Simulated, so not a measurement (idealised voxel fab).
The process module that follows is named voxel self aligned contacts.
The cross-section shown here is cut; it is 270 nm wide and divided into square cells measuring 5 nm on a side.
This document writes a cross-section as a grid whose cells are square, and gives it as bands, listed from the top down; one or more rows of cells form a band.
First you get the band's top height and its bottom height, in nm, and then the materials it's made of, left to right, with each width in nm. If you see a single material with "edge to edge", that one covers the band edge to edge. "blank" is empty space.
Convention: height 0 is the level below which the wafer, as received, is all one material. The lowest band does not terminate at the bottom but continues downward, represented as "top 0, no bottom".
You'd read "30..40" like this: the band's top row of cells is as wide as the first number, its bottom row is as wide as the second, and going down, every row changes width by the same amount as the row before did.
Take "remained unchanged" at face value: in the step it is given for, the cross-section changed in none of its cells.
Empty spaces without an open route to the top, at least 8 cells in extent, make up the entry "Enclosed void inventory"; each is given as width x height at distance, where the distance is measured from the left edge, and all are in nm.
On a step's line, text after the settings is the simulator commenting on that step.
If you see "overlay nm" on a step's line and that step has a mask, it's telling you how far right of where it was planned the mask ended up; a negative number means it went left instead.
## The steps planned for the process are as follows
1 RECEIVE (material Si)
2 CONFORMAL_DEP (material SiO2; thk nm 5)
3 DIRECTIONAL_DEP (material polySi; thk nm 25)
4 DIRECTIONAL_DEP (material SiN; thk nm 25)
5 MASKED_ETCH (tone cover; mask id GATE; width nm 30; pitch nm 70; etch materials SiN; depth nm 25; overlay nm -15)
6 MASKED_ETCH (tone cover; mask id GATE; width nm 30; pitch nm 70; etch materials polySi; depth nm 25; overlay nm 0)
7 CONFORMAL_DEP (material SiN; thk nm 10)
8 DIRECTIONAL_ETCH (etch materials SiN; depth nm 10)
9 FILL_DEP (material SiO2; thk nm 15)
10 CMP (height nm 65)
11 MASKED_ETCH (tone open; mask id CONTACT; width nm 50; pitch nm 70; etch materials SiO2; depth nm 65; overlay nm 0)
12 CONFORMAL_DEP (material TiN; thk nm 5)
13 FILL_DEP (material W; thk nm 5)
14 CMP (height nm 65)
15 CONFORMAL_DEP (material SiN; thk nm 5)
For this document, wafers share an identical start and vary in the step 5 overlay nm; the plan quotes the first wafer's value.
## The first of several wafers, as received after step 1, seen in section
> top 0, no bottom  Si edge to edge
> Enclosed void inventory: none
## After the module's final step, step 15: the first of several wafers in cross-section
> top 70, bottom 65  SiN edge to edge
> top 65, bottom 55  75 of SiO2  5 of TiN  40..10 of W  5..35 of TiN  20 of SiO2  5 of TiN  40..10 of W  5..35 of TiN  75 of SiO2
> top 55, bottom 35  25 of SiO2  50 of SiN  5 of TiN  10 of W  5 of TiN  50 of SiN  5 of TiN  10 of W  5 of TiN  50 of SiN  55 of SiO2
> top 35, bottom 30  25 of SiO2  50 of SiN  20 of TiN  50 of SiN  20 of TiN  50 of SiN  55 of SiO2
> top 30, bottom 5  25 of SiO2  10 of SiN  45 of polySi  10 of SiN  5 of TiN  10 of SiN  45 of polySi  10 of SiN  5 of TiN  10 of SiN  45 of polySi  10 of SiN  40 of SiO2
> top 5, bottom 0  90 of SiO2  5 of TiN  65 of SiO2  5 of TiN  105 of SiO2
> top 0, no bottom  Si edge to edge
> Enclosed void inventory: none
## Cross-section of the final wafer among several, taken at the end of the module
> top 70, bottom 65  SiN edge to edge
> top 65, bottom 55  75 of SiO2  5..35 of TiN  40..10 of W  5 of TiN  20 of SiO2  5..35 of TiN  40..10 of W  5 of TiN  75 of SiO2
> top 55, bottom 35  55 of SiO2  50 of SiN  5 of TiN  10 of W  5 of TiN  50 of SiN  5 of TiN  10 of W  5 of TiN  50 of SiN  25 of SiO2
> top 35, bottom 30  55 of SiO2  50 of SiN  20 of TiN  50 of SiN  20 of TiN  50 of SiN  25 of SiO2
> top 30, bottom 5  40 of SiO2  10 of SiN  45 of polySi  10 of SiN  5 of TiN  10 of SiN  45 of polySi  10 of SiN  5 of TiN  10 of SiN  45 of polySi  10 of SiN  25 of SiO2
> top 5, bottom 0  105 of SiO2  5 of TiN  65 of SiO2  5 of TiN  90 of SiO2
> top 0, no bottom  Si edge to edge
> Enclosed void inventory: none
## What follows is a table in which each wafer occupies a row; for the wafer as it stands at the close of the module, the row states, material by material, how many cells have been gained (+) or lost (-) since receipt, and then gives its closed voids
overlay nm -15 | +264 SiN | +265 SiO2 | +56 TiN | +36 W | +135 polySi | Enclosed void inventory: none
overlay nm -10 | +264 SiN | +268 SiO2 | +68 TiN | +36 W | +120 polySi | Enclosed void inventory: none
overlay nm -5 | +264 SiN | +271 SiO2 | +68 TiN | +48 W | +105 polySi | Enclosed void inventory: none
overlay nm 0 | +264 SiN | +274 SiO2 | +68 TiN | +60 W | +90 polySi | Enclosed void inventory: none
overlay nm 5 | +264 SiN | +271 SiO2 | +68 TiN | +48 W | +105 polySi | Enclosed void inventory: none
overlay nm 10 | +264 SiN | +268 SiO2 | +68 TiN | +36 W | +120 polySi | Enclosed void inventory: none
overlay nm 15 | +264 SiN | +265 SiO2 | +56 TiN | +36 W | +135 polySi | Enclosed void inventory: none
